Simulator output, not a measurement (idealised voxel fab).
process module | voxel fin reveal
cross-section cut | 275 nm wide | cells 5 nm
A cross-section is a grid of square cells, given in bands from the top down. A band is one or more rows of cells.
Each band's line starts with the height of the band's top and of its bottom, in nm. Then come its materials from left to right, each with its width in nm. One material with "throughout" fills the band from edge to edge. "air" is empty space.
Height 0 is the level under which the wafer as received is all one material. The lowest band goes on downwards, as in "0 down".
A width such as "30 to 40" changes by the same amount from each row of cells to the next, from the band's top row to its bottom row.
"no change" after a step means that no cell of the cross-section changed.
closed voids: empty space of 8 cells or more with no open way to the top, each as width x height at its distance from the left edge, in nm
after a step's settings: what the simulator itself notes on the step
overlay nm, on a step with a mask: how far to the right of its planned place the mask lay; to the left if negative
plan
1 op RECEIVE | material Si
2 op CONFORMAL_DEP | material SiN | thk nm 5
3 op PATTERN | tone cover | mask id FINS | material resist | width nm 15 | pitch nm 35 | thk nm 15 | overlay nm 0
4 op DIRECTIONAL_ETCH | etch materials SiN | depth nm 5
5 op DIRECTIONAL_ETCH | etch materials Si | depth nm 40
6 op STRIP | etch materials resist
7 op FILL_DEP | material SiO2 | thk nm 10
8 op CMP | height nm 5
9 op SELECTIVE_ETCH | etch materials SiO2 | depth nm 25
10 op STRIP | etch materials SiN
11 op CONFORMAL_DEP | material HfO2 | thk nm 5
first wafer, as planned
as received, after step 1
  0 down: Si throughout
  closed voids: none
after step 2
  5 to 0: SiN throughout
  below 0: unchanged
after step 3
  20 to 5: air 75 | resist 15 | air 20 | resist 15 | air 20 | resist 15 | air 20 | resist 15 | air 80
  below 5: unchanged
after step 4
  20 to 5: air 75 | resist 15 | air 20 | resist 15 | air 20 | resist 15 | air 20 | resist 15 | air 80
  5 to 0: air 75 | SiN 15 | air 20 | SiN 15 | air 20 | SiN 15 | air 20 | SiN 15 | air 80
  below 0: unchanged
after step 5
  20 to 5: air 75 | resist 15 | air 20 | resist 15 | air 20 | resist 15 | air 20 | resist 15 | air 80
  5 to 0: air 75 | SiN 15 | air 20 | SiN 15 | air 20 | SiN 15 | air 20 | SiN 15 | air 80
  0 to -40: air 75 | Si 15 | air 20 | Si 15 | air 20 | Si 15 | air 20 | Si 15 | air 80
  below -40: unchanged
after step 6
  5 to 0: air 75 | SiN 15 | air 20 | SiN 15 | air 20 | SiN 15 | air 20 | SiN 15 | air 80
  below 0: unchanged
after step 7
  15 to 5: SiO2 throughout
  5 to 0: SiO2 75 | SiN 15 | SiO2 20 | SiN 15 | SiO2 20 | SiN 15 | SiO2 20 | SiN 15 | SiO2 80
  0 to -40: SiO2 75 | Si 15 | SiO2 20 | Si 15 | SiO2 20 | Si 15 | SiO2 20 | Si 15 | SiO2 80
  below -40: unchanged
after step 8
  5 to 0: SiO2 75 | SiN 15 | SiO2 20 | SiN 15 | SiO2 20 | SiN 15 | SiO2 20 | SiN 15 | SiO2 80
  below 0: unchanged
after step 9
  5 to 0: air 75 | SiN 15 | air 20 | SiN 15 | air 20 | SiN 15 | air 20 | SiN 15 | air 80
  0 to -20: air 75 | Si 15 | air 20 | Si 15 | air 20 | Si 15 | air 20 | Si 15 | air 80
  below -20: unchanged
after step 10
  0 to -20: air 75 | Si 15 | air 20 | Si 15 | air 20 | Si 15 | air 20 | Si 15 | air 80
  below -20: unchanged
after step 11
  5 to 0: air 70 | HfO2 25 | air 10 | HfO2 25 | air 10 | HfO2 25 | air 10 | HfO2 25 | air 75
  0 to -15: air 70 | HfO2 5 | Si 15 | HfO2 5 | air 10 | HfO2 5 | Si 15 | HfO2 5 | air 10 | HfO2 5 | Si 15 | HfO2 5 | air 10 | HfO2 5 | Si 15 | HfO2 5 | air 75
  -15 to -20: HfO2 75 | Si 15 | HfO2 20 | Si 15 | HfO2 20 | Si 15 | HfO2 20 | Si 15 | HfO2 80
  below -20: unchanged
second wafer: like start, like plan, one mistake. Through step 2 it matches the first wafer
when step 3 should have ended
  20 to 5: resist 75 | air 15 | resist 20 | air 15 | resist 20 | air 15 | resist 20 | air 15 | resist 80
  below 5: unchanged
when step 4 should have ended
  20 to 5: resist 75 | air 15 | resist 20 | air 15 | resist 20 | air 15 | resist 20 | air 15 | resist 80
  5 to 0: SiN 75 | air 15 | SiN 20 | air 15 | SiN 20 | air 15 | SiN 20 | air 15 | SiN 80
  below 0: unchanged
when step 5 should have ended
  20 to 5: resist 75 | air 15 | resist 20 | air 15 | resist 20 | air 15 | resist 20 | air 15 | resist 80
  5 to 0: SiN 75 | air 15 | SiN 20 | air 15 | SiN 20 | air 15 | SiN 20 | air 15 | SiN 80
  0 to -40: Si 75 | air 15 | Si 20 | air 15 | Si 20 | air 15 | Si 20 | air 15 | Si 80
  below -40: unchanged
when step 6 should have ended
  5 to 0: SiN 75 | air 15 | SiN 20 | air 15 | SiN 20 | air 15 | SiN 20 | air 15 | SiN 80
  below 0: unchanged
when step 7 should have ended
  15 to 5: SiO2 throughout
  5 to 0: SiN 75 | SiO2 15 | SiN 20 | SiO2 15 | SiN 20 | SiO2 15 | SiN 20 | SiO2 15 | SiN 80
  0 to -40: Si 75 | SiO2 15 | Si 20 | SiO2 15 | Si 20 | SiO2 15 | Si 20 | SiO2 15 | Si 80
  below -40: unchanged
when step 8 should have ended
  5 to 0: SiN 75 | SiO2 15 | SiN 20 | SiO2 15 | SiN 20 | SiO2 15 | SiN 20 | SiO2 15 | SiN 80
  below 0: unchanged
when step 9 should have ended
  5 to 0: SiN 75 | air 15 | SiN 20 | air 15 | SiN 20 | air 15 | SiN 20 | air 15 | SiN 80
  0 to -20: Si 75 | air 15 | Si 20 | air 15 | Si 20 | air 15 | Si 20 | air 15 | Si 80
  below -20: unchanged
when step 10 should have ended
  0 to -20: Si 75 | air 15 | Si 20 | air 15 | Si 20 | air 15 | Si 20 | air 15 | Si 80
  below -20: unchanged
when step 11 should have ended
  5 to 0: HfO2 80 | air 5 | HfO2 30 | air 5 | HfO2 30 | air 5 | HfO2 30 | air 5 | HfO2 85
  0 to -15: Si 75 | HfO2 5 | air 5 | HfO2 5 | Si 20 | HfO2 5 | air 5 | HfO2 5 | Si 20 | HfO2 5 | air 5 | HfO2 5 | Si 20 | HfO2 5 | air 5 | HfO2 5 | Si 80
  -15 to -20: Si 75 | HfO2 15 | Si 20 | HfO2 15 | Si 20 | HfO2 15 | Si 20 | HfO2 15 | Si 80
  below -20: unchanged
what went wrong: step 3 ran as: op PATTERN | tone open | mask id FINS | material resist | width nm 15 | pitch nm 35 | thk nm 15 | overlay nm 0
at the end the second wafer has, in cells: 248 more of Si | 124 fewer of SiO2
